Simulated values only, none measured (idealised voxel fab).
process module | voxel wiring stack
cross-section cut | 210 nm wide | cells 5 nm
A cross-section is a grid of square cells, given in bands from the top down. A band is one or more rows of cells.
Each band's line starts with the height of the band's top and of its bottom, in nm. Then come its materials from left to right, each with its width in nm. One material with "throughout" fills the band from edge to edge. "air" is empty space.
Height 0 is the level under which the wafer as received is all one material. The lowest band goes on downwards, as in "0 down".
A width such as "30 to 40" changes by the same amount from each row of cells to the next, from the band's top row to its bottom row.
"no change" after a step means that no cell of the cross-section changed.
closed voids: empty space of 8 cells or more with no open way to the top, each as width x height at its distance from the left edge, in nm
after a step's settings: what the simulator itself notes on the step
overlay nm, on a step with a mask: how far to the right of its planned place the mask lay; to the left if negative
plan
1 op RECEIVE | material Si
2 op CONFORMAL_DEP | material SiO2 | thk nm 15
3 op DIRECTIONAL_DEP | material TiN | thk nm 5
4 op DIRECTIONAL_DEP | material W | thk nm 20
5 op MASKED_ETCH | tone cover | mask id METAL_1 | width nm 20 | pitch nm 35 | etch materials W | depth nm 20 | overlay nm 0
6 op MASKED_ETCH | tone cover | mask id METAL_1 | width nm 20 | pitch nm 35 | etch materials TiN | depth nm 5 | overlay nm 0
7 op CONFORMAL_DEP | material SiN | thk nm 5
8 op FILL_DEP | material SiO2 | thk nm 5
9 op CMP | height nm 40
10 op CONFORMAL_DEP | material SiCN | thk nm 5
11 op DIRECTIONAL_DEP | material SiO2 | thk nm 35
12 op MASKED_ETCH | tone open | mask id METAL_2 | width nm 20 | pitch nm 35 | etch materials SiO2 | depth nm 20 | overlay nm 0
13 op MASKED_ETCH | tone open | mask id METAL_2_HOLES | width nm 15 | etch materials SiO2 | depth nm 15 | overlay nm 0
14 op MASKED_ETCH | tone open | mask id METAL_2_HOLES | width nm 15 | etch materials SiCN | depth nm 5 | overlay nm 0
15 op CONFORMAL_DEP | material TiN | thk nm 5
16 op FILL_DEP | material Cu | thk nm 5
17 op CMP | height nm 80
18 op CONFORMAL_DEP | material SiCN | thk nm 5
19 op DIRECTIONAL_DEP | material SiO2 | thk nm 10
20 op MASKED_ETCH | tone open | mask id PLUG_2 | width nm 15 | pitch nm 35 | etch materials SiO2 | depth nm 10 | overlay nm 0
21 op MASKED_ETCH | tone open | mask id PLUG_2 | width nm 15 | pitch nm 35 | etch materials SiCN | depth nm 5 | overlay nm 0
22 op EPI | material Ru | thk nm 10
23 op EPI | material Ru | thk nm 5
24 op CONFORMAL_DEP | material SiN | thk nm 5
25 op DIRECTIONAL_DEP | material SiO2 | thk nm 15
26 op PATTERN | tone open | mask id METAL_3 | material resist | width nm 20 | pitch nm 35 | thk nm 20 | overlay nm 0
27 op DIRECTIONAL_ETCH | etch materials SiO2 | depth nm 15
28 op DIRECTIONAL_ETCH | etch materials SiN | depth nm 5
29 op STRIP | etch materials resist
30 op CONFORMAL_DEP | material TiN | thk nm 5
31 op FILL_DEP | material W | thk nm 10
32 op CMP | height nm 115
33 op CONFORMAL_DEP | material SiCN | thk nm 5
34 op DIRECTIONAL_DEP | material SiO2 | thk nm 35
35 op PATTERN | tone open | mask id METAL_4 | material resist | width nm 20 | pitch nm 35 | thk nm 20 | overlay nm 0
36 op DIRECTIONAL_ETCH | etch materials SiO2 | depth nm 20
37 op STRIP | etch materials resist
38 op DIRECTIONAL_DEP | material aC | thk nm 10
39 op PATTERN | tone open | mask id METAL_4_HOLES | material resist | width nm 15 | pitch nm 35 | thk nm 25 | overlay nm 0
40 op DIRECTIONAL_ETCH | etch materials aC | depth nm 10
41 op STRIP | etch materials resist
42 op DIRECTIONAL_ETCH | etch materials SiO2 | depth nm 15
43 op DIRECTIONAL_ETCH | etch materials SiCN | depth nm 5
44 op STRIP | etch materials aC
45 op CONFORMAL_DEP | material TiN | thk nm 5
46 op FILL_DEP | material Cu | thk nm 10
47 op CMP | height nm 155
48 op CONFORMAL_DEP | material SiCN | thk nm 5
as received, after step 1
  0 down: Si throughout
  closed voids: none
a wafer at the end: this start, this plan, one mistake
  160 to 155: SiCN throughout
  155 to 145: Cu throughout
  145 to 140: TiN 80 | Cu 10 | TiN 25 | Cu 10 | TiN 85
  140 to 135: SiO2 75 | TiN 5 | Cu 5 | TiN 10 | SiO2 15 | TiN 5 | Cu 5 | TiN 10 | SiO2 80
  135 to 120: SiO2 75 | TiN 5 | Cu 5 | TiN 5 | SiO2 20 | TiN 5 | Cu 5 | TiN 5 | SiO2 85
  120 to 115: SiCN 75 | TiN 15 | SiCN 20 | TiN 15 | SiCN 85
  115 to 100: SiO2 75 | TiN 5 | W 10 | TiN 5 | SiO2 15 | TiN 5 | W 10 | TiN 5 | SiO2 80
  100 to 95: SiN 75 | TiN 20 | SiN 15 | TiN 20 | SiN 80
  95 to 85: SiO2 75 | Ru 15 | SiO2 20 | Ru 15 | SiO2 85
  85 to 80: SiCN 75 | Ru 15 | SiCN 20 | Ru 15 | SiCN 85
  80 to 65: SiO2 75 | TiN 5 | Cu 10 | TiN 5 | SiO2 15 | TiN 5 | Cu 10 | TiN 5 | SiO2 80
  65 to 60: SiO2 75 | TiN 5 | Cu 5 | TiN 10 | SiO2 15 | TiN 20 | SiO2 80
  60 to 45: SiO2 75 | TiN 5 | Cu 5 | TiN 5 | SiO2 120
  45 to 40: SiCN 75 | TiN 15 | SiCN 120
  40 to 20: SiO2 70 | SiN 5 | W 20 | SiN 5 | SiO2 5 | SiN 5 | W 20 | SiN 5 | SiO2 75
  20 to 15: SiN 75 | TiN 20 | SiN 15 | TiN 20 | SiN 80
  15 to 0: SiO2 throughout
  0 down: Si throughout
  closed voids: none
what went wrong: steps 37 and 38 were swapped
